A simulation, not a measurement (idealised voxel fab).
process module | voxel air gaps
cross-section cut | 170 nm wide | cells 5 nm
A cross-section is a grid of square cells, given in bands from the top down. A band is one or more rows of cells.
Each band's line starts with the height of the band's top and of its bottom, in nm. Then come its materials from left to right, each with its width in nm. One material with "throughout" fills the band from edge to edge. "air" is empty space.
Height 0 is the level under which the wafer as received is all one material. The lowest band goes on downwards, as in "0 down".
A width such as "30 to 40" changes by the same amount from each row of cells to the next, from the band's top row to its bottom row.
"no change" after a step means that no cell of the cross-section changed.
closed voids: empty space of 8 cells or more with no open way to the top, each as width x height at its distance from the left edge, in nm
after a step's settings: what the simulator itself notes on the step
overlay nm, on a step with a mask: how far to the right of its planned place the mask lay; to the left if negative
plan
1 op RECEIVE | material Si
2 op CONFORMAL_DEP | material SiO2 | thk nm 10
3 op CONFORMAL_DEP | material SiN | thk nm 5
4 op DIRECTIONAL_DEP | material SiO2 | thk nm 40
5 op PATTERN | tone open | mask id LINES | material resist | width nm 25 | pitch nm 50 | thk nm 20 | overlay nm 0
6 op DIRECTIONAL_ETCH | etch materials SiO2 | depth nm 40
7 op STRIP | etch materials resist
8 op CONFORMAL_DEP | material TiN | thk nm 5
9 op FILL_DEP | material Cu | thk nm 5
10 op CMP | height nm 55
11 op EPI | material Ru | thk nm 10
12 op SELECTIVE_ETCH | etch materials SiO2 | depth nm 50
13 op CONFORMAL_DEP | material SiN | thk nm 5
as received, after step 1
  0 down: Si throughout
  closed voids: none
first wafer at the end, as planned
  70 to 65: air 5 | SiN 155 | air 10
  65 to 55: air 5 | SiN 5 | Ru 45 | SiN 5 | Ru 45 | SiN 5 | Ru 45 | SiN 5 | air 10
  55 to 50: air 5 | SiN 15 | TiN 5 | Cu 15 | TiN 5 | SiN 25 | TiN 5 | Cu 15 | TiN 5 | SiN 25 | TiN 5 | Cu 15 | TiN 5 | SiN 15 | air 10
  50 to 20: air 15 | SiN 5 | TiN 5 | Cu 15 | TiN 5 | SiN 5 | air 15 | SiN 5 | TiN 5 | Cu 15 | TiN 5 | SiN 5 | air 15 | SiN 5 | TiN 5 | Cu 15 | TiN 5 | SiN 5 | air 20
  20 to 15: SiN 20 | TiN 25 | SiN 25 | TiN 25 | SiN 25 | TiN 25 | SiN 25
  15 to 10: SiN throughout
  10 to 0: SiO2 throughout
  0 down: Si throughout
  closed voids: 15 x 30 at 50; 15 x 30 at 100
second wafer at the end: like start, like plan, one mistake
  60 to 50: SiN throughout
  50 to 0: SiO2 throughout
  0 down: Si throughout
  closed voids: none
what went wrong: steps 3 and 4 were swapped
at the end the second wafer has, in cells: 63 fewer of Cu | 54 fewer of Ru | 76 fewer of SiN | 272 more of SiO2 | 57 fewer of TiN
closed voids at the end (first wafer, second wafer): 2, 0
